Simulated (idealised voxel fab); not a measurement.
The name of this process module is voxel capacitor over wiring.
Section shown: cut. Width: 165 nm. Cell size: 5 nm, square.
In what follows, cross-sections appear as grids of square cells, described through bands that run from the top down, where every band is one or more rows of cells.
For a band, the entry starts with two heights in nm, that of the top and then that of the bottom, and carries on with the band's materials in order from left to right, each alongside its width in nm; the word "throughout" beside a single material means it fills the band edge to edge, and "blank" means empty space.
Heights from 0 (as-received wafer is one material below). Bottom band endless downward, as "0 -> down".
The two numbers in a width such as "30..40" mark its ends across the band: the first belongs to the top row of cells, the second to the bottom row, and from each row to the next the width moves by the same amount.
Any step labelled "no modifications" changed none of the cells in the cross-section.
"Enclosed void list" - sealed voids, min. 8 cells, no opening to top; format: width x height at distance (distance from left edge; nm throughout).
Formally, on a step line, whatever follows the settings is a remark that the simulator itself makes on the step.
A step's line can hold "overlay nm"; with a mask on that step, the setting says how far right of the planned place the mask lay, while a negative setting says it lay to the left.

-- The following list gives the planned process steps
- 1: RECEIVE (material Si)
- 2: CONFORMAL_DEP (material SiO2; thk nm 15)
- 3: CONFORMAL_DEP (material SiCN; thk nm 5)
- 4: DIRECTIONAL_DEP (material SiO2; thk nm 25)
- 5: PATTERN (tone open; mask id METAL_1; material resist; width nm 30; pitch nm 95; thk nm 15; overlay nm 0)
- 6: DIRECTIONAL_ETCH (etch materials SiO2; depth nm 25)
- 7: DIRECTIONAL_ETCH (etch materials SiCN; depth nm 5)
- 8: STRIP (etch materials resist)
- 9: CONFORMAL_DEP (material TiN; thk nm 5)
- 10: FILL_DEP (material Ru; thk nm 5)
- 11: CMP (height nm 45)
- 12: EPI (material Ru; thk nm 5)
- 13: FILL_DEP (material SiCN; thk nm 5)
- 14: DIRECTIONAL_DEP (material SiO2; thk nm 20)
- 15: DIRECTIONAL_DEP (material aC; thk nm 10)
- 16: PATTERN (tone open; mask id PLUG_1; material resist; width nm 15; thk nm 25; overlay nm 0)
- 17: DIRECTIONAL_ETCH (etch materials aC; depth nm 10)
- 18: STRIP (etch materials resist)
- 19: DIRECTIONAL_ETCH (etch materials SiO2; depth nm 20)
- 20: DIRECTIONAL_ETCH (etch materials SiCN; depth nm 5)
- 21: STRIP (etch materials aC)
- 22: CONFORMAL_DEP (material TiN; thk nm 5)
- 23: FILL_DEP (material W; thk nm 5)
- 24: CMP (height nm 75)
- 25: DIRECTIONAL_DEP (material TiN; thk nm 5)
- 26: DIRECTIONAL_DEP (material SiN; thk nm 5)
- 27: DIRECTIONAL_DEP (material TiN; thk nm 10)
- 28: MASKED_ETCH (tone cover; mask id UPPER_PLATE; width nm 70; etch materials TiN; depth nm 10; overlay nm 0)
- 29: MASKED_ETCH (tone cover; mask id UPPER_PLATE; width nm 70; etch materials SiN; depth nm 5; overlay nm 0)
- 30: PATTERN (tone cover; mask id LOWER_PLATE; material resist; width nm 80; thk nm 15; overlay nm -15)
- 31: DIRECTIONAL_ETCH (etch materials TiN; depth nm 5)
- 32: STRIP (etch materials resist)
- 33: FILL_DEP (material SiO2; thk nm 15)
- 34: CMP (height nm 105)
- 35: PATTERN (tone open; mask id PLUG_2; material resist; width nm 15; thk nm 20; overlay nm 0)
- 36: DIRECTIONAL_ETCH (etch materials SiO2; depth nm 10)
- 37: STRIP (etch materials resist)
- 38: CONFORMAL_DEP (material TiN; thk nm 5)
- 39: FILL_DEP (material Cu; thk nm 5)
- 40: CMP (height nm 105)
- 41: CONFORMAL_DEP (material SiCN; thk nm 5)
All wafers enter the flow in the same state. The overlay nm at step 30 differs from wafer to wafer, and the plan gives the value for the first wafer.

-- As received, i.e. after step 1: cross-section through the first of several wafers
- 0 -> down: Si throughout
- Enclosed void list: none

-- Rows = wafers. At module end, each row lists per material the cells gained (+) or lost (-) since the wafer was received, then the closed voids
overlay nm -15; +1 Cu; +56 Ru; +101 SiCN; +14 SiN; +458 SiO2; +92 TiN; +4 W; Enclosed void list: none
overlay nm -10; +1 Cu; +56 Ru; +101 SiCN; +14 SiN; +458 SiO2; +92 TiN; +4 W; Enclosed void list: none
overlay nm -5; +1 Cu; +56 Ru; +101 SiCN; +14 SiN; +458 SiO2; +92 TiN; +4 W; Enclosed void list: none
overlay nm 0; +1 Cu; +56 Ru; +101 SiCN; +14 SiN; +458 SiO2; +92 TiN; +4 W; Enclosed void list: none
overlay nm 5; +1 Cu; +56 Ru; +101 SiCN; +14 SiN; +458 SiO2; +92 TiN; +4 W; Enclosed void list: none
overlay nm 10; +1 Cu; +56 Ru; +101 SiCN; +14 SiN; +458 SiO2; +92 TiN; +4 W; Enclosed void list: none
overlay nm 15; +1 Cu; +56 Ru; +101 SiCN; +14 SiN; +458 SiO2; +92 TiN; +4 W; Enclosed void list: none
